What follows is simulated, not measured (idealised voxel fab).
process module | voxel self aligned vias
cross-section cut | 250 nm wide | cells 5 nm
A cross-section is a grid of square cells, given in bands from the top down. A band is one or more rows of cells.
Each band's line starts with the height of the band's top and of its bottom, in nm. Then come its materials from left to right, each with its width in nm. One material with "throughout" fills the band from edge to edge. "air" is empty space.
Height 0 is the level under which the wafer as received is all one material. The lowest band goes on downwards, as in "0 down".
A width such as "30 to 40" changes by the same amount from each row of cells to the next, from the band's top row to its bottom row.
"no change" after a step means that no cell of the cross-section changed.
closed voids: empty space of 8 cells or more with no open way to the top, each as width x height at its distance from the left edge, in nm
after a step's settings: what the simulator itself notes on the step
overlay nm, on a step with a mask: how far to the right of its planned place the mask lay; to the left if negative
plan
1 op RECEIVE | material Si
2 op CONFORMAL_DEP | material SiO2 | thk nm 15
3 op CONFORMAL_DEP | material SiCN | thk nm 5
4 op DIRECTIONAL_DEP | material SiO2 | thk nm 20
5 op MASKED_ETCH | tone open | mask id LINES | width nm 20 | pitch nm 60 | etch materials SiO2 | depth nm 20 | overlay nm 0
6 op CONFORMAL_DEP | material TiN | thk nm 5
7 op FILL_DEP | material Ru | thk nm 5
8 op CMP | height nm 40
9 op SELECTIVE_ETCH | etch materials W Ru TiN | depth nm 10
10 op FILL_DEP | material SiN | thk nm 5
11 op CMP | height nm 40
12 op DIRECTIONAL_DEP | material SiO2 | thk nm 15
13 op PATTERN | tone open | mask id VIAS | material resist | width nm 30 | pitch nm 120 | thk nm 20 | overlay nm 0
14 op DIRECTIONAL_ETCH | etch materials SiO2 | depth nm 15
15 op DIRECTIONAL_ETCH | etch materials SiN | depth nm 10
16 op STRIP | etch materials resist
17 op CONFORMAL_DEP | material TiN | thk nm 5
18 op FILL_DEP | material Ru | thk nm 10
19 op CMP | height nm 55
20 op CONFORMAL_DEP | material SiN | thk nm 5
as received, after step 1
  0 down: Si throughout
  closed voids: none
a wafer at the end: this start, this plan, one mistake
  60 to 55: SiN throughout
  55 to 40: SiO2 50 | TiN 5 | Ru 20 | TiN 5 | SiO2 90 | TiN 5 | Ru 20 | TiN 5 | SiO2 50
  40 to 35: SiO2 50 | TiN 5 | Ru 20 | TiN 5 | SiO2 35 | SiN 20 | SiO2 35 | TiN 5 | Ru 20 | TiN 5 | SiO2 50
  35 to 30: SiO2 50 | TiN 30 | SiO2 35 | SiN 20 | SiO2 35 | TiN 30 | SiO2 50
  30 to 25: SiO2 55 | TiN 5 | Ru 10 | TiN 5 | SiO2 40 | TiN 5 | Ru 10 | TiN 5 | SiO2 40 | TiN 5 | Ru 10 | TiN 5 | SiO2 55
  25 to 20: SiO2 55 | TiN 20 | SiO2 40 | TiN 20 | SiO2 40 | TiN 20 | SiO2 55
  20 to 15: SiCN throughout
  15 to 0: SiO2 throughout
  0 down: Si throughout
  closed voids: none
what went wrong: step 14 ran as: op DIRECTIONAL_ETCH | etch materials SiO2 | depth nm 25
